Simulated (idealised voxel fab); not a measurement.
The following is a process module called voxel transistor to metal.
Cross-section cut: width 265 nm, square cells of 5 nm.
A cross-section is a grid of square cells, given in bands from the top down. A band is one or more rows of cells. The band entry comprises the height of the band's top followed by the height of its bottom, expressed in nm, and subsequently the band's materials from left to right, each stated together with its width in nm. Where a single material is marked with the word "all across", that material fills the band from edge to edge. The word "air" represents empty space. We count height from 0. Below that, the starting wafer is all one material. The lowest band never ends at the bottom but goes on down; see "0..down" for how that is written. It should be noted that a width expressed as "30 to 40" varies in equal increments from row to row of cells within the band, taking the value of the first number at the top row and that of the second number at the bottom row. "remains unaltered" means the step left every cell of the cross-section as it was. Each empty space that has no open way to the top and spans at least 8 cells appears under "Sealed void inventory" as width x height at distance, the distance counted from the left edge, all in nm. Anything after a step's settings on that line? It's the simulator's own note about the step. You can add "overlay nm" to a step's line. For a step with a mask, it describes how far the mask lay to the right of its planned position, and a negative number describes a lay to the left.

### List of planned process steps
- 1: RECEIVE [material Si]
- 2: OXIDIZE [depth nm 5]
- 3: CONFORMAL_DEP [material SiN] [thk nm 10]
- 4: DIRECTIONAL_DEP [material aC] [thk nm 15]
- 5: PATTERN [tone cover] [mask id ACTIVE] [material resist] [width nm 95] [pitch nm 120] [thk nm 30] [overlay nm 0]
- 6: DIRECTIONAL_ETCH [etch materials aC] [depth nm 15]
- 7: STRIP [etch materials resist]
- 8: DIRECTIONAL_ETCH [etch materials SiN] [depth nm 10]
- 9: DIRECTIONAL_ETCH [etch materials SiO2] [depth nm 5]
- 10: DIRECTIONAL_ETCH [etch materials Si] [depth nm 25]
- 11: STRIP [etch materials aC]
- 12: FILL_DEP [material SiO2] [thk nm 10]
- 13: CMP [height nm 10]
- 14: SELECTIVE_ETCH [etch materials SiO2] [depth nm 10]
- 15: STRIP [etch materials SiN]
- 16: SELECTIVE_ETCH [etch materials SiO2] [depth nm 5]
- 17: OXIDIZE [depth nm 5]
- 18: DIRECTIONAL_DEP [material polySi] [thk nm 30]
- 19: DIRECTIONAL_DEP [material SiCN] [thk nm 15]
- 20: PATTERN [tone cover] [mask id GATE] [material resist] [width nm 25] [pitch nm 120] [thk nm 20] [overlay nm 0]
- 21: DIRECTIONAL_ETCH [etch materials SiCN] [depth nm 25]
- 22: DIRECTIONAL_ETCH [etch materials polySi] [depth nm 40]
- 23: STRIP [etch materials resist]
- 24: CONFORMAL_DEP [material SiN] [thk nm 10]
- 25: DIRECTIONAL_ETCH [etch materials SiN] [depth nm 10]
- 26: DIRECTIONAL_ETCH [etch materials SiO2] [depth nm 5]
- 27: DIRECTIONAL_ETCH [etch materials Si] [depth nm 10]
- 28: EPI [material pSi] [thk nm 15]
- 29: FILL_DEP [material SiO2] [thk nm 10]
- 30: CMP [height nm 40]
- 31: DIRECTIONAL_DEP [material SiO2] [thk nm 15]
- 32: PATTERN [tone open] [mask id CONTACT] [material resist] [width nm 25] [pitch nm 60] [thk nm 15] [overlay nm 0]
- 33: DIRECTIONAL_ETCH [etch materials SiO2] [depth nm 60]
- 34: STRIP [etch materials resist]
- 35: CONFORMAL_DEP [material TiN] [thk nm 5]
- 36: FILL_DEP [material W] [thk nm 5]
- 37: CMP [height nm 55]
- 38: CONFORMAL_DEP [material SiN] [thk nm 5]
- 39: DIRECTIONAL_DEP [material lowk] [thk nm 20]
- 40: PATTERN [tone open] [mask id METAL_1] [material resist] [width nm 15] [thk nm 20] [overlay nm 0]
- 41: DIRECTIONAL_ETCH [etch materials lowk] [depth nm 20]
- 42: DIRECTIONAL_ETCH [etch materials SiN] [depth nm 5]
- 43: STRIP [etch materials resist]
- 44: CONFORMAL_DEP [material TiN] [thk nm 5]
- 45: FILL_DEP [material W] [thk nm 10]
- 46: CMP [height nm 80]
- 47: CONFORMAL_DEP [material SiCN] [thk nm 5]
- 48: DIRECTIONAL_DEP [material SiO2] [thk nm 30]
- 49: MASKED_ETCH [tone open] [mask id METAL_2] [width nm 15] [pitch nm 120] [etch materials SiO2] [depth nm 20] [overlay nm 0]
- 50: DIRECTIONAL_DEP [material aC] [thk nm 10]
- 51: PATTERN [tone open] [mask id METAL_2_HOLES] [material resist] [width nm 15] [pitch nm 120] [thk nm 30] [overlay nm 0]
- 52: DIRECTIONAL_ETCH [etch materials aC] [depth nm 10]
- 53: STRIP [etch materials resist]
- 54: DIRECTIONAL_ETCH [etch materials SiO2] [depth nm 10]
- 55: DIRECTIONAL_ETCH [etch materials SiCN] [depth nm 5]
- 56: STRIP [etch materials aC]
- 57: CONFORMAL_DEP [material TiN] [thk nm 5]
- 58: FILL_DEP [material Cu] [thk nm 10]
- 59: CMP [height nm 115]
- 60: CONFORMAL_DEP [material SiN] [thk nm 5]

### What follows covers the first of two wafers; it ran as planned

### As-received state of the wafer in cross-section, equivalent to post-step 1
0..down: Si all across
Sealed void inventory: none

### Wafer after step 2 (cross-section)
0..-5: SiO2 all across
Below -5, no change.

### Wafer after step 3 (cross-section)
10..0: SiN all across
Below 0, no change.

### Wafer after step 4 (cross-section)
25..10: aC all across
Below 10, no change.

### Wafer after step 5 (cross-section)
55..25: air 25, then resist 95, then air 25, then resist 95, then air 25
Below 25, no change.

### Wafer after step 6 (cross-section)
40..25: air 25, then resist 95, then air 25, then resist 95, then air 25
25..10: air 25, then aC 95, then air 25, then aC 95, then air 25
Below 10, no change.

### Wafer after step 7 (cross-section)
25..10: air 25, then aC 95, then air 25, then aC 95, then air 25
Below 10, no change.

### Wafer after step 8 (cross-section)
25..10: air 25, then aC 95, then air 25, then aC 95, then air 25
10..0: air 25, then SiN 95, then air 25, then SiN 95, then air 25
Below 0, no change.

### Wafer after step 9 (cross-section)
25..10: air 25, then aC 95, then air 25, then aC 95, then air 25
10..0: air 25, then SiN 95, then air 25, then SiN 95, then air 25
0..-5: air 25, then SiO2 95, then air 25, then SiO2 95, then air 25
Below -5, no change.

### Wafer after step 10 (cross-section)
25..10: air 25, then aC 95, then air 25, then aC 95, then air 25
10..0: air 25, then SiN 95, then air 25, then SiN 95, then air 25
0..-5: air 25, then SiO2 95, then air 25, then SiO2 95, then air 25
-5..-30: air 25, then Si 95, then air 25, then Si 95, then air 25
Below -30, no change.

### Wafer after step 11 (cross-section)
10..0: air 25, then SiN 95, then air 25, then SiN 95, then air 25
Below 0, no change.

### Wafer after step 12 (cross-section)
20..10: SiO2 all across
10..0: SiO2 25, then SiN 95, then SiO2 25, then SiN 95, then SiO2 25
0..-5: SiO2 all across
-5..-30: SiO2 25, then Si 95, then SiO2 25, then Si 95, then SiO2 25
Below -30, no change.

### Wafer after step 13 (cross-section)
10..0: SiO2 25, then SiN 95, then SiO2 25, then SiN 95, then SiO2 25
Below 0, no change.

### Wafer after step 14 (cross-section)
10..0: air 25, then SiN 95, then air 25, then SiN 95, then air 25
Below 0, no change.

### Wafer after step 15 (cross-section)
0..-5: SiO2 all across
Below -5, no change.

### Wafer after step 16 (cross-section)
-5..-30: SiO2 25, then Si 95, then SiO2 25, then Si 95, then SiO2 25
Below -30, no change.

### Wafer after step 17 (cross-section)
-5..-10: SiO2 all across
Below -10, no change.

### Wafer after step 18 (cross-section)
25..-5: polySi all across
Below -5, no change.

### Wafer after step 19 (cross-section)
40..25: SiCN all across
Below 25, no change.

### Wafer after step 20 (cross-section)
60..40: air 60, then resist 25, then air 95, then resist 25, then air 60
Below 40, no change.

### Wafer after step 21 (cross-section)
60..40: air 60, then resist 25, then air 95, then resist 25, then air 60
40..25: air 60, then SiCN 25, then air 95, then SiCN 25, then air 60
Below 25, no change.

### Wafer after step 22 (cross-section)
60..40: air 60, then resist 25, then air 95, then resist 25, then air 60
40..25: air 60, then SiCN 25, then air 95, then SiCN 25, then air 60
25..-5: air 60, then polySi 25, then air 95, then polySi 25, then air 60
Below -5, no change.

### Wafer after step 23 (cross-section)
40..25: air 60, then SiCN 25, then air 95, then SiCN 25, then air 60
Below 25, no change.

### Wafer after step 24 (cross-section)
50..40: air 50, then SiN 45, then air 75, then SiN 45, then air 50
40..25: air 50, then SiN 10, then SiCN 25, then SiN 10, then air 75, then SiN 10, then SiCN 25, then SiN 10, then air 50
25..5: air 50, then SiN 10, then polySi 25, then SiN 10, then air 75, then SiN 10, then polySi 25, then SiN 10, then air 50
5..-5: SiN 60, then polySi 25, then SiN 95, then polySi 25, then SiN 60
Below -5, no change.

### Wafer after step 25 (cross-section)
40..25: air 50, then SiN 10, then SiCN 25, then SiN 10, then air 75, then SiN 10, then SiCN 25, then SiN 10, then air 50
25..-5: air 50, then SiN 10, then polySi 25, then SiN 10, then air 75, then SiN 10, then polySi 25, then SiN 10, then air 50
Below -5, no change.

### Wafer after step 26 (cross-section)
40..25: air 50, then SiN 10, then SiCN 25, then SiN 10, then air 75, then SiN 10, then SiCN 25, then SiN 10, then air 50
25..-5: air 50, then SiN 10, then polySi 25, then SiN 10, then air 75, then SiN 10, then polySi 25, then SiN 10, then air 50
-5..-10: air 50, then SiO2 45, then air 75, then SiO2 45, then air 50
Below -10, no change.

### Wafer after step 27 (cross-section)
40..25: air 50, then SiN 10, then SiCN 25, then SiN 10, then air 75, then SiN 10, then SiCN 25, then SiN 10, then air 50
25..-5: air 50, then SiN 10, then polySi 25, then SiN 10, then air 75, then SiN 10, then polySi 25, then SiN 10, then air 50
-5..-10: air 50, then SiO2 45, then air 75, then SiO2 45, then air 50
-10..-20: SiO2 25, then air 25, then Si 45, then air 25, then SiO2 25, then air 25, then Si 45, then air 25, then SiO2 25
Below -20, no change.

### Wafer after step 28 (cross-section)
40..25: air 50, then SiN 10, then SiCN 25, then SiN 10, then air 75, then SiN 10, then SiCN 25, then SiN 10, then air 50
25..5: air 50, then SiN 10, then polySi 25, then SiN 10, then air 75, then SiN 10, then polySi 25, then SiN 10, then air 50
5..-5: air 35, then pSi 15, then SiN 10, then polySi 25, then SiN 10, then pSi 15, then air 45, then pSi 15, then SiN 10, then polySi 25, then SiN 10, then pSi 15, then air 35
-5..-10: air 20, then pSi 30, then SiO2 45, then pSi 30, then air 15, then pSi 30, then SiO2 45, then pSi 30, then air 20
-10..-20: SiO2 25, then pSi 25, then Si 45, then pSi 25, then SiO2 25, then pSi 25, then Si 45, then pSi 25, then SiO2 25
Below -20, no change.

### Wafer after step 29 (cross-section)
50..40: SiO2 all across
40..25: SiO2 50, then SiN 10, then SiCN 25, then SiN 10, then SiO2 75, then SiN 10, then SiCN 25, then SiN 10, then SiO2 50
25..5: SiO2 50, then SiN 10, then polySi 25, then SiN 10, then SiO2 75, then SiN 10, then polySi 25, then SiN 10, then SiO2 50
5..-5: SiO2 35, then pSi 15, then SiN 10, then polySi 25, then SiN 10, then pSi 15, then SiO2 45, then pSi 15, then SiN 10, then polySi 25, then SiN 10, then pSi 15, then SiO2 35
-5..-10: SiO2 20, then pSi 30, then SiO2 45, then pSi 30, then SiO2 15, then pSi 30, then SiO2 45, then pSi 30, then SiO2 20
Below -10, no change.

### Wafer after step 30 (cross-section)
40..25: SiO2 50, then SiN 10, then SiCN 25, then SiN 10, then SiO2 75, then SiN 10, then SiCN 25, then SiN 10, then SiO2 50
Below 25, no change.

### Wafer after step 31 (cross-section)
55..40: SiO2 all across
Below 40, no change.

### Wafer after step 32 (cross-section)
70..55: resist 30, then air 25, then resist 35, then air 25, then resist 35, then air 25, then resist 35, then air 25, then resist 30
Below 55, no change.

### Wafer after step 33 (cross-section)
70..55: resist 30, then air 25, then resist 35, then air 25, then resist 35, then air 25, then resist 35, then air 25, then resist 30
55..40: SiO2 30, then air 25, then SiO2 35, then air 25, then SiO2 35, then air 25, then SiO2 35, then air 25, then SiO2 30
40..25: SiO2 30, then air 20, then SiN 10, then SiCN 25, then SiN 10, then air 20, then SiO2 35, then air 20, then SiN 10, then SiCN 25, then SiN 10, then air 20, then SiO2 30
25..5: SiO2 30, then air 20, then SiN 10, then polySi 25, then SiN 10, then air 20, then SiO2 35, then air 20, then SiN 10, then polySi 25, then SiN 10, then air 20, then SiO2 30
5..-5: SiO2 30, then air 5, then pSi 15, then SiN 10, then polySi 25, then SiN 10, then pSi 15, then air 5, then SiO2 35, then air 5, then pSi 15, then SiN 10, then polySi 25, then SiN 10, then pSi 15, then air 5, then SiO2 30
Below -5, no change.

### Wafer after step 34 (cross-section)
55..40: SiO2 30, then air 25, then SiO2 35, then air 25, then SiO2 35, then air 25, then SiO2 35, then air 25, then SiO2 30
Below 40, no change.

### Wafer after step 35 (cross-section)
60..55: TiN 35, then air 15, then TiN 45, then air 15, then TiN 45, then air 15, then TiN 45, then air 15, then TiN 35
55..45: SiO2 30, then TiN 5, then air 15, then TiN 5, then SiO2 35, then TiN 5, then air 15, then TiN 5, then SiO2 35, then TiN 5, then air 15, then TiN 5, then SiO2 35, then TiN 5, then air 15, then TiN 5, then SiO2 30
45..40: SiO2 30, then TiN 5, then air 10, then TiN 10, then SiO2 35, then TiN 10, then air 10, then TiN 5, then SiO2 35, then TiN 5, then air 10, then TiN 10, then SiO2 35, then TiN 10, then air 10, then TiN 5, then SiO2 30
40..25: SiO2 30, then TiN 5, then air 10, then TiN 5, then SiN 10, then SiCN 25, then SiN 10, then TiN 5, then air 10, then TiN 5, then SiO2 35, then TiN 5, then air 10, then TiN 5, then SiN 10, then SiCN 25, then SiN 10, then TiN 5, then air 10, then TiN 5, then SiO2 30
25..10: SiO2 30, then TiN 5, then air 10, then TiN 5, then SiN 10, then polySi 25, then SiN 10, then TiN 5, then air 10, then TiN 5, then SiO2 35, then TiN 5, then air 10, then TiN 5, then SiN 10, then polySi 25, then SiN 10, then TiN 5, then air 10, then TiN 5, then SiO2 30
10..5: SiO2 30, then TiN 20, then SiN 10, then polySi 25, then SiN 10, then TiN 20, then SiO2 35, then TiN 20, then SiN 10, then polySi 25, then SiN 10, then TiN 20, then SiO2 30
5..-5: SiO2 30, then TiN 5, then pSi 15, then SiN 10, then polySi 25, then SiN 10, then pSi 15, then TiN 5, then SiO2 35, then TiN 5, then pSi 15, then SiN 10, then polySi 25, then SiN 10, then pSi 15, then TiN 5, then SiO2 30
Below -5, no change.

### Wafer after step 36 (cross-section)
65..60: W all across
60..55: TiN 35, then W 15, then TiN 45, then W 15, then TiN 45, then W 15, then TiN 45, then W 15, then TiN 35
55..45: SiO2 30, then TiN 5, then W 15, then TiN 5, then SiO2 35, then TiN 5, then W 15, then TiN 5, then SiO2 35, then TiN 5, then W 15, then TiN 5, then SiO2 35, then TiN 5, then W 15, then TiN 5, then SiO2 30
45..40: SiO2 30, then TiN 5, then W 10, then TiN 10, then SiO2 35, then TiN 10, then W 10, then TiN 5, then SiO2 35, then TiN 5, then W 10, then TiN 10, then SiO2 35, then TiN 10, then W 10, then TiN 5, then SiO2 30
40..25: SiO2 30, then TiN 5, then W 10, then TiN 5, then SiN 10, then SiCN 25, then SiN 10, then TiN 5, then W 10, then TiN 5, then SiO2 35, then TiN 5, then W 10, then TiN 5, then SiN 10, then SiCN 25, then SiN 10, then TiN 5, then W 10, then TiN 5, then SiO2 30
25..10: SiO2 30, then TiN 5, then W 10, then TiN 5, then SiN 10, then polySi 25, then SiN 10, then TiN 5, then W 10, then TiN 5, then SiO2 35, then TiN 5, then W 10, then TiN 5, then SiN 10, then polySi 25, then SiN 10, then TiN 5, then W 10, then TiN 5, then SiO2 30
Below 10, no change.

### Wafer after step 37 (cross-section)
55..45: SiO2 30, then TiN 5, then W 15, then TiN 5, then SiO2 35, then TiN 5, then W 15, then TiN 5, then SiO2 35, then TiN 5, then W 15, then TiN 5, then SiO2 35, then TiN 5, then W 15, then TiN 5, then SiO2 30
Below 45, no change.

### Wafer after step 38 (cross-section)
60..55: SiN all across
Below 55, no change.

### Wafer after step 39 (cross-section)
80..60: lowk all across
Below 60, no change.

### Wafer after step 40 (cross-section)
100..80: resist 30, then air 15, then resist 55, then air 15, then resist 35, then air 15, then resist 55, then air 15, then resist 30
Below 80, no change.

### Wafer after step 41 (cross-section)
100..80: resist 30, then air 15, then resist 55, then air 15, then resist 35, then air 15, then resist 55, then air 15, then resist 30
80..60: lowk 30, then air 15, then lowk 55, then air 15, then lowk 35, then air 15, then lowk 55, then air 15, then lowk 30
Below 60, no change.

### Wafer after step 42 (cross-section)
100..80: resist 30, then air 15, then resist 55, then air 15, then resist 35, then air 15, then resist 55, then air 15, then resist 30
80..60: lowk 30, then air 15, then lowk 55, then air 15, then lowk 35, then air 15, then lowk 55, then air 15, then lowk 30
60..55: SiN 30, then air 15, then SiN 55, then air 15, then SiN 35, then air 15, then SiN 55, then air 15, then SiN 30
Below 55, no change.

### Wafer after step 43 (cross-section)
80..60: lowk 30, then air 15, then lowk 55, then air 15, then lowk 35, then air 15, then lowk 55, then air 15, then lowk 30
Below 60, no change.

### Wafer after step 44 (cross-section)
85..80: TiN 35, then air 5, then TiN 65, then air 5, then TiN 45, then air 5, then TiN 65, then air 5, then TiN 35
80..60: lowk 30, then TiN 5, then air 5, then TiN 5, then lowk 55, then TiN 5, then air 5, then TiN 5, then lowk 35, then TiN 5, then air 5, then TiN 5, then lowk 55, then TiN 5, then air 5, then TiN 5, then lowk 30
60..55: SiN 30, then TiN 15, then SiN 55, then TiN 15, then SiN 35, then TiN 15, then SiN 55, then TiN 15, then SiN 30
Below 55, no change.

### Wafer after step 45 (cross-section)
95..85: W all across
85..80: TiN 35, then W 5, then TiN 65, then W 5, then TiN 45, then W 5, then TiN 65, then W 5, then TiN 35
80..60: lowk 30, then TiN 5, then W 5, then TiN 5, then lowk 55, then TiN 5, then W 5, then TiN 5, then lowk 35, then TiN 5, then W 5, then TiN 5, then lowk 55, then TiN 5, then W 5, then TiN 5, then lowk 30
Below 60, no change.

### Wafer after step 46 (cross-section)
80..60: lowk 30, then TiN 5, then W 5, then TiN 5, then lowk 55, then TiN 5, then W 5, then TiN 5, then lowk 35, then TiN 5, then W 5, then TiN 5, then lowk 55, then TiN 5, then W 5, then TiN 5, then lowk 30
Below 60, no change.

### Wafer after step 47 (cross-section)
85..80: SiCN all across
Below 80, no change.

### Wafer after step 48 (cross-section)
115..85: SiO2 all across
Below 85, no change.

### Wafer after step 49 (cross-section)
115..95: SiO2 30, then air 15, then SiO2 105, then air 15, then SiO2 100
Below 95, no change.

### Wafer after step 50 (cross-section)
125..115: aC 30, then air 15, then aC 105, then air 15, then aC 100
115..105: SiO2 30, then air 15, then SiO2 105, then air 15, then SiO2 100
105..95: SiO2 30, then aC 15, then SiO2 105, then aC 15, then SiO2 100
Below 95, no change.

### Wafer after step 51 (cross-section)
155..125: resist 30, then air 15, then resist 105, then air 15, then resist 100
Below 125, no change.

### Wafer after step 52 (cross-section)
145..125: resist 30, then air 15, then resist 105, then air 15, then resist 100
125..115: aC 30, then air 15, then aC 105, then air 15, then aC 100
115..95: SiO2 30, then air 15, then SiO2 105, then air 15, then SiO2 100
Below 95, no change.

### Wafer after step 53 (cross-section)
125..115: aC 30, then air 15, then aC 105, then air 15, then aC 100
Below 115, no change.

### Wafer after step 54 (cross-section)
125..115: aC 30, then air 15, then aC 105, then air 15, then aC 100
115..85: SiO2 30, then air 15, then SiO2 105, then air 15, then SiO2 100
Below 85, no change.

### Wafer after step 55 (cross-section)
125..115: aC 30, then air 15, then aC 105, then air 15, then aC 100
115..85: SiO2 30, then air 15, then SiO2 105, then air 15, then SiO2 100
85..80: SiCN 30, then air 15, then SiCN 105, then air 15, then SiCN 100
Below 80, no change.

### Wafer after step 56 (cross-section)
115..85: SiO2 30, then air 15, then SiO2 105, then air 15, then SiO2 100
Below 85, no change.

### Wafer after step 57 (cross-section)
120..115: TiN 35, then air 5, then TiN 115, then air 5, then TiN 105
115..85: SiO2 30, then TiN 5, then air 5, then TiN 5, then SiO2 105, then TiN 5, then air 5, then TiN 5, then SiO2 100
85..80: SiCN 30, then TiN 15, then SiCN 105, then TiN 15, then SiCN 100
Below 80, no change.

### Wafer after step 58 (cross-section)
130..120: Cu all across
120..115: TiN 35, then Cu 5, then TiN 115, then Cu 5, then TiN 105
115..85: SiO2 30, then TiN 5, then Cu 5, then TiN 5, then SiO2 105, then TiN 5, then Cu 5, then TiN 5, then SiO2 100
Below 85, no change.

### Wafer after step 59 (cross-section)
115..85: SiO2 30, then TiN 5, then Cu 5, then TiN 5, then SiO2 105, then TiN 5, then Cu 5, then TiN 5, then SiO2 100
Below 85, no change.

### Wafer after step 60 (cross-section)
120..115: SiN all across
Below 115, no change.

### The remaining wafer, second of the two, started like the first and was run to the same plan, except that one mistake was made along the way; the two coincide through step 48, inclusive

### Cross-sectional representation of the second wafer at the time designated in the plan for the completion of step 49
115..95: air 30, then SiO2 15, then air 105, then SiO2 15, then air 100
Below 95, no change.

### Cross-sectional representation of the second wafer at the time designated in the plan for the completion of step 50
125..115: air 30, then aC 15, then air 105, then aC 15, then air 100
115..105: air 30, then SiO2 15, then air 105, then SiO2 15, then air 100
105..95: aC 30, then SiO2 15, then aC 105, then SiO2 15, then aC 100
Below 95, no change.

### Cross-sectional representation of the second wafer at the time designated in the plan for the completion of step 51
155..125: resist 30, then air 15, then resist 105, then air 15, then resist 100
125..115: resist 30, then aC 15, then resist 105, then aC 15, then resist 100
115..105: resist 30, then SiO2 15, then resist 105, then SiO2 15, then resist 100
Below 105, no change.

### Cross-sectional representation of the second wafer at the time designated in the plan for the completion of step 52
145..115: resist 30, then air 15, then resist 105, then air 15, then resist 100
Below 115, no change.

### Cross-sectional representation of the second wafer at the time designated in the plan for the completion of step 53
115..105: air 30, then SiO2 15, then air 105, then SiO2 15, then air 100
Below 105, no change.

### Cross-sectional representation of the second wafer at the time designated in the plan for the completion of step 54
105..95: aC 30, then SiO2 15, then aC 105, then SiO2 15, then aC 100
Below 95, no change.

Cross-sectional representation of the second wafer at the time designated in the plan for the completion of step 55: remains unaltered

### Cross-sectional representation of the second wafer at the time designated in the plan for the completion of step 56
105..95: air 30, then SiO2 15, then air 105, then SiO2 15, then air 100
Below 95, no change.

### Cross-sectional representation of the second wafer at the time designated in the plan for the completion of step 57
110..105: air 25, then TiN 25, then air 95, then TiN 25, then air 95
105..100: air 25, then TiN 5, then SiO2 15, then TiN 5, then air 95, then TiN 5, then SiO2 15, then TiN 5, then air 95
100..95: TiN 30, then SiO2 15, then TiN 105, then SiO2 15, then TiN 100
Below 95, no change.

### Cross-sectional representation of the second wafer at the time designated in the plan for the completion of step 58
120..110: Cu all across
110..105: Cu 25, then TiN 25, then Cu 95, then TiN 25, then Cu 95
105..100: Cu 25, then TiN 5, then SiO2 15, then TiN 5, then Cu 95, then TiN 5, then SiO2 15, then TiN 5, then Cu 95
Below 100, no change.

### Cross-sectional representation of the second wafer at the time designated in the plan for the completion of step 59
115..110: Cu all across
Below 110, no change.

### Cross-sectional representation of the second wafer at the time designated in the plan for the completion of step 60
120..115: SiN all across
Below 115, no change.
What went wrong in running the wafer? step 49 ran with different settings than intended, the actual operation and settings being MASKED_ETCH [tone cover] [mask id METAL_2] [width nm 15] [pitch nm 120] [etch materials SiO2] [depth nm 20] [overlay nm 0]
Final tally in cells, some materials are higher or lower on the second wafer than on the first: +127 Cu; +6 SiCN; -164 SiO2; +31 TiN
